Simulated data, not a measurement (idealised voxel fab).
Process module in this document: voxel wiring stack
Displayed cross-section: cut, width of 155 nm, square cells sized 5 nm.
Heads up, the way a cross-section reads in here is a grid of square cells, handed over as bands from the top down, with every band being one or more rows of cells.
Per band: top height and bottom height in nm, followed by the left-to-right materials and their widths in nm; "everywhere" marks a single material spanning edge to edge, "blank" marks empty space.
Heights are reckoned from 0. Under this level, the received wafer is all of one material. The bottommost band is open-ended downward, for example "0 nm and below".
A width given as "30->40" starts at the first number in the band's top row and ends at the second number in its bottom row, shifting by an equal amount at every step from row to row.
Take "stayed the same" at face value: in the step it is given for, the cross-section changed in none of its cells.
Entry "Enclosed cavity list". Content: empty spaces with no open connection to the top, size 8 cells or greater. Each: width x height at distance. Distance: from left edge. Unit: nm.
Anything after a step's settings on that line? It's the simulator's own note about the step.
If you see "overlay nm" on a step's line and that step has a mask, it's telling you how far right of where it was planned the mask ended up; a negative number means it went left instead.

# Steps in the process plan
step 1: op RECEIVE | material Si
step 2: op CONFORMAL_DEP | material SiO2 | thk nm 10
step 3: op DIRECTIONAL_DEP | material TiN | thk nm 5
step 4: op DIRECTIONAL_DEP | material Ru | thk nm 25
step 5: op PATTERN | tone cover | mask id METAL_1 | material resist | width nm 30 | pitch nm 45 | thk nm 20 | overlay nm 0
step 6: op DIRECTIONAL_ETCH | etch materials Ru | depth nm 25
step 7: op DIRECTIONAL_ETCH | etch materials TiN | depth nm 5
step 8: op STRIP | etch materials resist
step 9: op CONFORMAL_DEP | material SiN | thk nm 5
step 10: op FILL_DEP | material SiO2 | thk nm 5
step 11: op CMP | height nm 40
step 12: op CONFORMAL_DEP | material SiCN | thk nm 5
step 13: op DIRECTIONAL_DEP | material SiO2 | thk nm 30
step 14: op DIRECTIONAL_DEP | material aC | thk nm 10
step 15: op PATTERN | tone open | mask id METAL_2_HOLES | material resist | width nm 15 | pitch nm 45 | thk nm 25 | overlay nm 0
step 16: op DIRECTIONAL_ETCH | etch materials aC | depth nm 10
step 17: op STRIP | etch materials resist
step 18: op DIRECTIONAL_ETCH | etch materials SiO2 | depth nm 30
step 19: op STRIP | etch materials aC
step 20: op DIRECTIONAL_DEP | material aC | thk nm 15
step 21: op PATTERN | tone open | mask id METAL_2 | material resist | width nm 30 | pitch nm 45 | thk nm 35 | overlay nm 0
step 22: op DIRECTIONAL_ETCH | etch materials aC | depth nm 15
step 23: op STRIP | etch materials resist
step 24: op DIRECTIONAL_ETCH | etch materials SiO2 | depth nm 15
step 25: op DIRECTIONAL_ETCH | etch materials SiCN | depth nm 5
step 26: op STRIP | etch materials aC
step 27: op CONFORMAL_DEP | material TiN | thk nm 5
step 28: op FILL_DEP | material Cu | thk nm 5
step 29: op CMP | height nm 75
step 30: op CONFORMAL_DEP | material SiCN | thk nm 5
step 31: op DIRECTIONAL_DEP | material lowk | thk nm 10
step 32: op DIRECTIONAL_DEP | material aC | thk nm 15
step 33: op PATTERN | tone open | mask id PLUG_2 | material resist | width nm 15 | pitch nm 45 | thk nm 30 | overlay nm 0
step 34: op DIRECTIONAL_ETCH | etch materials aC | depth nm 15
step 35: op STRIP | etch materials resist
step 36: op DIRECTIONAL_ETCH | etch materials lowk | depth nm 10
step 37: op DIRECTIONAL_ETCH | etch materials SiCN | depth nm 5
step 38: op STRIP | etch materials aC
step 39: op CONFORMAL_DEP | material TiN | thk nm 5
step 40: op FILL_DEP | material Cu | thk nm 5
step 41: op CMP | height nm 90
step 42: op DIRECTIONAL_DEP | material TiN | thk nm 5
step 43: op DIRECTIONAL_DEP | material W | thk nm 20
step 44: op DIRECTIONAL_DEP | material aC | thk nm 15
step 45: op PATTERN | tone cover | mask id METAL_3 | material resist | width nm 30 | pitch nm 45 | thk nm 30 | overlay nm 0
step 46: op DIRECTIONAL_ETCH | etch materials aC | depth nm 15
step 47: op STRIP | etch materials resist
step 48: op DIRECTIONAL_ETCH | etch materials W | depth nm 20
step 49: op DIRECTIONAL_ETCH | etch materials TiN | depth nm 5
step 50: op STRIP | etch materials aC
step 51: op CONFORMAL_DEP | material SiN | thk nm 5
step 52: op FILL_DEP | material lowk | thk nm 5
step 53: op CMP | height nm 115
step 54: op CONFORMAL_DEP | material SiN | thk nm 5

# The first of a set of two wafers, run to plan

# Step 1 complete: cross-section of the wafer as received
	0 nm and below  Si everywhere
	Enclosed cavity list: none

# Once step 2 is through, the wafer looks like this in cross-section
	10 nm to 0 nm  SiO2 everywhere
	Nothing below the height 0 has changed.

# Once step 3 is through, the wafer looks like this in cross-section
	15 nm to 10 nm  TiN everywhere
	Nothing below the height 10 has changed.

# Once step 4 is through, the wafer looks like this in cross-section
	40 nm to 15 nm  Ru everywhere
	Nothing below the height 15 has changed.

# Once step 5 is through, the wafer looks like this in cross-section
	60 nm to 40 nm  blank (15) | resist (30) | blank (15) | resist (30) | blank (15) | resist (30) | blank (20)
	Nothing below the height 40 has changed.

# Once step 6 is through, the wafer looks like this in cross-section
	60 nm to 40 nm  blank (15) | resist (30) | blank (15) | resist (30) | blank (15) | resist (30) | blank (20)
	40 nm to 15 nm  blank (15) | Ru (30) | blank (15) | Ru (30) | blank (15) | Ru (30) | blank (20)
	Nothing below the height 15 has changed.

# Once step 7 is through, the wafer looks like this in cross-section
	60 nm to 40 nm  blank (15) | resist (30) | blank (15) | resist (30) | blank (15) | resist (30) | blank (20)
	40 nm to 15 nm  blank (15) | Ru (30) | blank (15) | Ru (30) | blank (15) | Ru (30) | blank (20)
	15 nm to 10 nm  blank (15) | TiN (30) | blank (15) | TiN (30) | blank (15) | TiN (30) | blank (20)
	Nothing below the height 10 has changed.

# Once step 8 is through, the wafer looks like this in cross-section
	40 nm to 15 nm  blank (15) | Ru (30) | blank (15) | Ru (30) | blank (15) | Ru (30) | blank (20)
	Nothing below the height 15 has changed.

# Once step 9 is through, the wafer looks like this in cross-section
	45 nm to 40 nm  blank (10) | SiN (40) | blank (5) | SiN (40) | blank (5) | SiN (40) | blank (15)
	40 nm to 15 nm  blank (10) | SiN (5) | Ru (30) | SiN (5) | blank (5) | SiN (5) | Ru (30) | SiN (5) | blank (5) | SiN (5) | Ru (30) | SiN (5) | blank (15)
	15 nm to 10 nm  SiN (15) | TiN (30) | SiN (15) | TiN (30) | SiN (15) | TiN (30) | SiN (20)
	Nothing below the height 10 has changed.

# Once step 10 is through, the wafer looks like this in cross-section
	50 nm to 45 nm  SiO2 everywhere
	45 nm to 40 nm  SiO2 (10) | SiN (40) | SiO2 (5) | SiN (40) | SiO2 (5) | SiN (40) | SiO2 (15)
	40 nm to 15 nm  SiO2 (10) | SiN (5) | Ru (30) | SiN (5) | SiO2 (5) | SiN (5) | Ru (30) | SiN (5) | SiO2 (5) | SiN (5) | Ru (30) | SiN (5) | SiO2 (15)
	Nothing below the height 15 has changed.

# Once step 11 is through, the wafer looks like this in cross-section
	40 nm to 15 nm  SiO2 (10) | SiN (5) | Ru (30) | SiN (5) | SiO2 (5) | SiN (5) | Ru (30) | SiN (5) | SiO2 (5) | SiN (5) | Ru (30) | SiN (5) | SiO2 (15)
	Nothing below the height 15 has changed.

# Once step 12 is through, the wafer looks like this in cross-section
	45 nm to 40 nm  SiCN everywhere
	Nothing below the height 40 has changed.

# Once step 13 is through, the wafer looks like this in cross-section
	75 nm to 45 nm  SiO2 everywhere
	Nothing below the height 45 has changed.

# Once step 14 is through, the wafer looks like this in cross-section
	85 nm to 75 nm  aC everywhere
	Nothing below the height 75 has changed.

# Once step 15 is through, the wafer looks like this in cross-section
	110 nm to 85 nm  resist (15) | blank (15) | resist (30) | blank (15) | resist (30) | blank (15) | resist (35)
	Nothing below the height 85 has changed.

# Once step 16 is through, the wafer looks like this in cross-section
	100 nm to 85 nm  resist (15) | blank (15) | resist (30) | blank (15) | resist (30) | blank (15) | resist (35)
	85 nm to 75 nm  aC (15) | blank (15) | aC (30) | blank (15) | aC (30) | blank (15) | aC (35)
	Nothing below the height 75 has changed.

# Once step 17 is through, the wafer looks like this in cross-section
	85 nm to 75 nm  aC (15) | blank (15) | aC (30) | blank (15) | aC (30) | blank (15) | aC (35)
	Nothing below the height 75 has changed.

# Once step 18 is through, the wafer looks like this in cross-section
	85 nm to 75 nm  aC (15) | blank (15) | aC (30) | blank (15) | aC (30) | blank (15) | aC (35)
	75 nm to 45 nm  SiO2 (15) | blank (15) | SiO2 (30) | blank (15) | SiO2 (30) | blank (15) | SiO2 (35)
	Nothing below the height 45 has changed.

# Once step 19 is through, the wafer looks like this in cross-section
	75 nm to 45 nm  SiO2 (15) | blank (15) | SiO2 (30) | blank (15) | SiO2 (30) | blank (15) | SiO2 (35)
	Nothing below the height 45 has changed.

# Once step 20 is through, the wafer looks like this in cross-section
	90 nm to 75 nm  aC (15) | blank (15) | aC (30) | blank (15) | aC (30) | blank (15) | aC (35)
	75 nm to 60 nm  SiO2 (15) | blank (15) | SiO2 (30) | blank (15) | SiO2 (30) | blank (15) | SiO2 (35)
	60 nm to 45 nm  SiO2 (15) | aC (15) | SiO2 (30) | aC (15) | SiO2 (30) | aC (15) | SiO2 (35)
	Nothing below the height 45 has changed.

# Once step 21 is through, the wafer looks like this in cross-section
	125 nm to 90 nm  resist (15) | blank (30) | resist (15) | blank (30) | resist (15) | blank (30) | resist (20)
	Nothing below the height 90 has changed.

# Once step 22 is through, the wafer looks like this in cross-section
	110 nm to 90 nm  resist (15) | blank (30) | resist (15) | blank (30) | resist (15) | blank (30) | resist (20)
	90 nm to 75 nm  aC (15) | blank (30) | aC (15) | blank (30) | aC (15) | blank (30) | aC (20)
	75 nm to 45 nm  SiO2 (15) | blank (15) | SiO2 (30) | blank (15) | SiO2 (30) | blank (15) | SiO2 (35)
	Nothing below the height 45 has changed.

# Once step 23 is through, the wafer looks like this in cross-section
	90 nm to 75 nm  aC (15) | blank (30) | aC (15) | blank (30) | aC (15) | blank (30) | aC (20)
	Nothing below the height 75 has changed.

# Once step 24 is through, the wafer looks like this in cross-section
	90 nm to 75 nm  aC (15) | blank (30) | aC (15) | blank (30) | aC (15) | blank (30) | aC (20)
	75 nm to 60 nm  SiO2 (15) | blank (30) | SiO2 (15) | blank (30) | SiO2 (15) | blank (30) | SiO2 (20)
	Nothing below the height 60 has changed.

# Once step 25 is through, the wafer looks like this in cross-section
	90 nm to 75 nm  aC (15) | blank (30) | aC (15) | blank (30) | aC (15) | blank (30) | aC (20)
	75 nm to 60 nm  SiO2 (15) | blank (30) | SiO2 (15) | blank (30) | SiO2 (15) | blank (30) | SiO2 (20)
	60 nm to 45 nm  SiO2 (15) | blank (15) | SiO2 (30) | blank (15) | SiO2 (30) | blank (15) | SiO2 (35)
	45 nm to 40 nm  SiCN (15) | blank (15) | SiCN (30) | blank (15) | SiCN (30) | blank (15) | SiCN (35)
	Nothing below the height 40 has changed.

# Once step 26 is through, the wafer looks like this in cross-section
	75 nm to 60 nm  SiO2 (15) | blank (30) | SiO2 (15) | blank (30) | SiO2 (15) | blank (30) | SiO2 (20)
	Nothing below the height 60 has changed.

# Once step 27 is through, the wafer looks like this in cross-section
	80 nm to 75 nm  TiN (20) | blank (20) | TiN (25) | blank (20) | TiN (25) | blank (20) | TiN (25)
	75 nm to 65 nm  SiO2 (15) | TiN (5) | blank (20) | TiN (5) | SiO2 (15) | TiN (5) | blank (20) | TiN (5) | SiO2 (15) | TiN (5) | blank (20) | TiN (5) | SiO2 (20)
	65 nm to 60 nm  SiO2 (15) | TiN (5) | blank (5) | TiN (20) | SiO2 (15) | TiN (5) | blank (5) | TiN (20) | SiO2 (15) | TiN (5) | blank (5) | TiN (20) | SiO2 (20)
	60 nm to 45 nm  SiO2 (15) | TiN (5) | blank (5) | TiN (5) | SiO2 (30) | TiN (5) | blank (5) | TiN (5) | SiO2 (30) | TiN (5) | blank (5) | TiN (5) | SiO2 (35)
	45 nm to 40 nm  SiCN (15) | TiN (15) | SiCN (30) | TiN (15) | SiCN (30) | TiN (15) | SiCN (35)
	Nothing below the height 40 has changed.

# Once step 28 is through, the wafer looks like this in cross-section
	85 nm to 80 nm  Cu everywhere
	80 nm to 75 nm  TiN (20) | Cu (20) | TiN (25) | Cu (20) | TiN (25) | Cu (20) | TiN (25)
	75 nm to 65 nm  SiO2 (15) | TiN (5) | Cu (20) | TiN (5) | SiO2 (15) | TiN (5) | Cu (20) | TiN (5) | SiO2 (15) | TiN (5) | Cu (20) | TiN (5) | SiO2 (20)
	65 nm to 60 nm  SiO2 (15) | TiN (5) | Cu (5) | TiN (20) | SiO2 (15) | TiN (5) | Cu (5) | TiN (20) | SiO2 (15) | TiN (5) | Cu (5) | TiN (20) | SiO2 (20)
	60 nm to 45 nm  SiO2 (15) | TiN (5) | Cu (5) | TiN (5) | SiO2 (30) | TiN (5) | Cu (5) | TiN (5) | SiO2 (30) | TiN (5) | Cu (5) | TiN (5) | SiO2 (35)
	Nothing below the height 45 has changed.

# Once step 29 is through, the wafer looks like this in cross-section
	75 nm to 65 nm  SiO2 (15) | TiN (5) | Cu (20) | TiN (5) | SiO2 (15) | TiN (5) | Cu (20) | TiN (5) | SiO2 (15) | TiN (5) | Cu (20) | TiN (5) | SiO2 (20)
	Nothing below the height 65 has changed.

# Once step 30 is through, the wafer looks like this in cross-section
	80 nm to 75 nm  SiCN everywhere
	Nothing below the height 75 has changed.

# Once step 31 is through, the wafer looks like this in cross-section
	90 nm to 80 nm  lowk everywhere
	Nothing below the height 80 has changed.

# Once step 32 is through, the wafer looks like this in cross-section
	105 nm to 90 nm  aC everywhere
	Nothing below the height 90 has changed.

# Once step 33 is through, the wafer looks like this in cross-section
	135 nm to 105 nm  resist (15) | blank (15) | resist (30) | blank (15) | resist (30) | blank (15) | resist (35)
	Nothing below the height 105 has changed.

# Once step 34 is through, the wafer looks like this in cross-section
	120 nm to 105 nm  resist (15) | blank (15) | resist (30) | blank (15) | resist (30) | blank (15) | resist (35)
	105 nm to 90 nm  aC (15) | blank (15) | aC (30) | blank (15) | aC (30) | blank (15) | aC (35)
	Nothing below the height 90 has changed.

# Once step 35 is through, the wafer looks like this in cross-section
	105 nm to 90 nm  aC (15) | blank (15) | aC (30) | blank (15) | aC (30) | blank (15) | aC (35)
	Nothing below the height 90 has changed.

# Once step 36 is through, the wafer looks like this in cross-section
	105 nm to 90 nm  aC (15) | blank (15) | aC (30) | blank (15) | aC (30) | blank (15) | aC (35)
	90 nm to 80 nm  lowk (15) | blank (15) | lowk (30) | blank (15) | lowk (30) | blank (15) | lowk (35)
	Nothing below the height 80 has changed.

# Once step 37 is through, the wafer looks like this in cross-section
	105 nm to 90 nm  aC (15) | blank (15) | aC (30) | blank (15) | aC (30) | blank (15) | aC (35)
	90 nm to 80 nm  lowk (15) | blank (15) | lowk (30) | blank (15) | lowk (30) | blank (15) | lowk (35)
	80 nm to 75 nm  SiCN (15) | blank (15) | SiCN (30) | blank (15) | SiCN (30) | blank (15) | SiCN (35)
	Nothing below the height 75 has changed.

# Once step 38 is through, the wafer looks like this in cross-section
	90 nm to 80 nm  lowk (15) | blank (15) | lowk (30) | blank (15) | lowk (30) | blank (15) | lowk (35)
	Nothing below the height 80 has changed.

# Once step 39 is through, the wafer looks like this in cross-section
	95 nm to 90 nm  TiN (20) | blank (5) | TiN (40) | blank (5) | TiN (40) | blank (5) | TiN (40)
	90 nm to 80 nm  lowk (15) | TiN (5) | blank (5) | TiN (5) | lowk (30) | TiN (5) | blank (5) | TiN (5) | lowk (30) | TiN (5) | blank (5) | TiN (5) | lowk (35)
	80 nm to 75 nm  SiCN (15) | TiN (15) | SiCN (30) | TiN (15) | SiCN (30) | TiN (15) | SiCN (35)
	Nothing below the height 75 has changed.

# Once step 40 is through, the wafer looks like this in cross-section
	100 nm to 95 nm  Cu everywhere
	95 nm to 90 nm  TiN (20) | Cu (5) | TiN (40) | Cu (5) | TiN (40) | Cu (5) | TiN (40)
	90 nm to 80 nm  lowk (15) | TiN (5) | Cu (5) | TiN (5) | lowk (30) | TiN (5) | Cu (5) | TiN (5) | lowk (30) | TiN (5) | Cu (5) | TiN (5) | lowk (35)
	Nothing below the height 80 has changed.

# Once step 41 is through, the wafer looks like this in cross-section
	90 nm to 80 nm  lowk (15) | TiN (5) | Cu (5) | TiN (5) | lowk (30) | TiN (5) | Cu (5) | TiN (5) | lowk (30) | TiN (5) | Cu (5) | TiN (5) | lowk (35)
	Nothing below the height 80 has changed.

# Once step 42 is through, the wafer looks like this in cross-section
	95 nm to 90 nm  TiN everywhere
	Nothing below the height 90 has changed.

# Once step 43 is through, the wafer looks like this in cross-section
	115 nm to 95 nm  W everywhere
	Nothing below the height 95 has changed.

# Once step 44 is through, the wafer looks like this in cross-section
	130 nm to 115 nm  aC everywhere
	Nothing below the height 115 has changed.

# Once step 45 is through, the wafer looks like this in cross-section
	160 nm to 130 nm  blank (15) | resist (30) | blank (15) | resist (30) | blank (15) | resist (30) | blank (20)
	Nothing below the height 130 has changed.

# Once step 46 is through, the wafer looks like this in cross-section
	145 nm to 130 nm  blank (15) | resist (30) | blank (15) | resist (30) | blank (15) | resist (30) | blank (20)
	130 nm to 115 nm  blank (15) | aC (30) | blank (15) | aC (30) | blank (15) | aC (30) | blank (20)
	Nothing below the height 115 has changed.

# Once step 47 is through, the wafer looks like this in cross-section
	130 nm to 115 nm  blank (15) | aC (30) | blank (15) | aC (30) | blank (15) | aC (30) | blank (20)
	Nothing below the height 115 has changed.

# Once step 48 is through, the wafer looks like this in cross-section
	130 nm to 115 nm  blank (15) | aC (30) | blank (15) | aC (30) | blank (15) | aC (30) | blank (20)
	115 nm to 95 nm  blank (15) | W (30) | blank (15) | W (30) | blank (15) | W (30) | blank (20)
	Nothing below the height 95 has changed.

# Once step 49 is through, the wafer looks like this in cross-section
	130 nm to 115 nm  blank (15) | aC (30) | blank (15) | aC (30) | blank (15) | aC (30) | blank (20)
	115 nm to 95 nm  blank (15) | W (30) | blank (15) | W (30) | blank (15) | W (30) | blank (20)
	95 nm to 90 nm  blank (15) | TiN (30) | blank (15) | TiN (30) | blank (15) | TiN (30) | blank (20)
	Nothing below the height 90 has changed.

# Once step 50 is through, the wafer looks like this in cross-section
	115 nm to 95 nm  blank (15) | W (30) | blank (15) | W (30) | blank (15) | W (30) | blank (20)
	Nothing below the height 95 has changed.

# Once step 51 is through, the wafer looks like this in cross-section
	120 nm to 115 nm  blank (10) | SiN (40) | blank (5) | SiN (40) | blank (5) | SiN (40) | blank (15)
	115 nm to 95 nm  blank (10) | SiN (5) | W (30) | SiN (5) | blank (5) | SiN (5) | W (30) | SiN (5) | blank (5) | SiN (5) | W (30) | SiN (5) | blank (15)
	95 nm to 90 nm  SiN (15) | TiN (30) | SiN (15) | TiN (30) | SiN (15) | TiN (30) | SiN (20)
	Nothing below the height 90 has changed.

# Once step 52 is through, the wafer looks like this in cross-section
	125 nm to 120 nm  lowk everywhere
	120 nm to 115 nm  lowk (10) | SiN (40) | lowk (5) | SiN (40) | lowk (5) | SiN (40) | lowk (15)
	115 nm to 95 nm  lowk (10) | SiN (5) | W (30) | SiN (5) | lowk (5) | SiN (5) | W (30) | SiN (5) | lowk (5) | SiN (5) | W (30) | SiN (5) | lowk (15)
	Nothing below the height 95 has changed.

# Once step 53 is through, the wafer looks like this in cross-section
	115 nm to 95 nm  lowk (10) | SiN (5) | W (30) | SiN (5) | lowk (5) | SiN (5) | W (30) | SiN (5) | lowk (5) | SiN (5) | W (30) | SiN (5) | lowk (15)
	Nothing below the height 95 has changed.

# Once step 54 is through, the wafer looks like this in cross-section
	120 nm to 115 nm  SiN everywhere
	Nothing below the height 115 has changed.

# The second wafer: identical to the first at the outset and in its planned sequence, differing only in that one mistake was made during processing; up to and including step 40, its path is the first wafer's path

# Cross-section: second wafer, time at which step 41 was scheduled to end
	80 nm to 75 nm  SiCN (15) | TiN (15) | SiCN (30) | TiN (15) | SiCN (30) | TiN (15) | SiCN (35)
	Nothing below the height 75 has changed.

# Cross-section: second wafer, time at which step 42 was scheduled to end
	85 nm to 80 nm  TiN everywhere
	Nothing below the height 80 has changed.

# Cross-section: second wafer, time at which step 43 was scheduled to end
	105 nm to 85 nm  W everywhere
	Nothing below the height 85 has changed.

# Cross-section: second wafer, time at which step 44 was scheduled to end
	120 nm to 105 nm  aC everywhere
	Nothing below the height 105 has changed.

# Cross-section: second wafer, time at which step 45 was scheduled to end
	150 nm to 120 nm  blank (15) | resist (30) | blank (15) | resist (30) | blank (15) | resist (30) | blank (20)
	Nothing below the height 120 has changed.

# Cross-section: second wafer, time at which step 46 was scheduled to end
	135 nm to 120 nm  blank (15) | resist (30) | blank (15) | resist (30) | blank (15) | resist (30) | blank (20)
	120 nm to 105 nm  blank (15) | aC (30) | blank (15) | aC (30) | blank (15) | aC (30) | blank (20)
	Nothing below the height 105 has changed.

# Cross-section: second wafer, time at which step 47 was scheduled to end
	120 nm to 105 nm  blank (15) | aC (30) | blank (15) | aC (30) | blank (15) | aC (30) | blank (20)
	Nothing below the height 105 has changed.

# Cross-section: second wafer, time at which step 48 was scheduled to end
	120 nm to 105 nm  blank (15) | aC (30) | blank (15) | aC (30) | blank (15) | aC (30) | blank (20)
	105 nm to 85 nm  blank (15) | W (30) | blank (15) | W (30) | blank (15) | W (30) | blank (20)
	Nothing below the height 85 has changed.

# Cross-section: second wafer, time at which step 49 was scheduled to end
	120 nm to 105 nm  blank (15) | aC (30) | blank (15) | aC (30) | blank (15) | aC (30) | blank (20)
	105 nm to 85 nm  blank (15) | W (30) | blank (15) | W (30) | blank (15) | W (30) | blank (20)
	85 nm to 80 nm  blank (15) | TiN (30) | blank (15) | TiN (30) | blank (15) | TiN (30) | blank (20)
	Nothing below the height 80 has changed.

# Cross-section: second wafer, time at which step 50 was scheduled to end
	105 nm to 85 nm  blank (15) | W (30) | blank (15) | W (30) | blank (15) | W (30) | blank (20)
	Nothing below the height 85 has changed.

# Cross-section: second wafer, time at which step 51 was scheduled to end
	110 nm to 105 nm  blank (10) | SiN (40) | blank (5) | SiN (40) | blank (5) | SiN (40) | blank (15)
	105 nm to 85 nm  blank (10) | SiN (5) | W (30) | SiN (5) | blank (5) | SiN (5) | W (30) | SiN (5) | blank (5) | SiN (5) | W (30) | SiN (5) | blank (15)
	85 nm to 80 nm  SiN (15) | TiN (30) | SiN (15) | TiN (30) | SiN (15) | TiN (30) | SiN (20)
	Nothing below the height 80 has changed.

# Cross-section: second wafer, time at which step 52 was scheduled to end
	115 nm to 110 nm  lowk everywhere
	110 nm to 105 nm  lowk (10) | SiN (40) | lowk (5) | SiN (40) | lowk (5) | SiN (40) | lowk (15)
	105 nm to 85 nm  lowk (10) | SiN (5) | W (30) | SiN (5) | lowk (5) | SiN (5) | W (30) | SiN (5) | lowk (5) | SiN (5) | W (30) | SiN (5) | lowk (15)
	Nothing below the height 85 has changed.

Cross-section: second wafer, time at which step 53 was scheduled to end: stayed the same

# Cross-section: second wafer, time at which step 54 was scheduled to end
	120 nm to 115 nm  SiN everywhere
	Nothing below the height 115 has changed.
It is concluded that the wafer was processed incorrectly with respect to the plan, in that rather than as planned, step 41 actually ran as op CMP | height nm 80
At the finish, the second wafer shows more or fewer cells for some materials than the first does: 6 fewer of Cu, 24 more of SiN, 12 fewer of TiN, 6 fewer of lowk
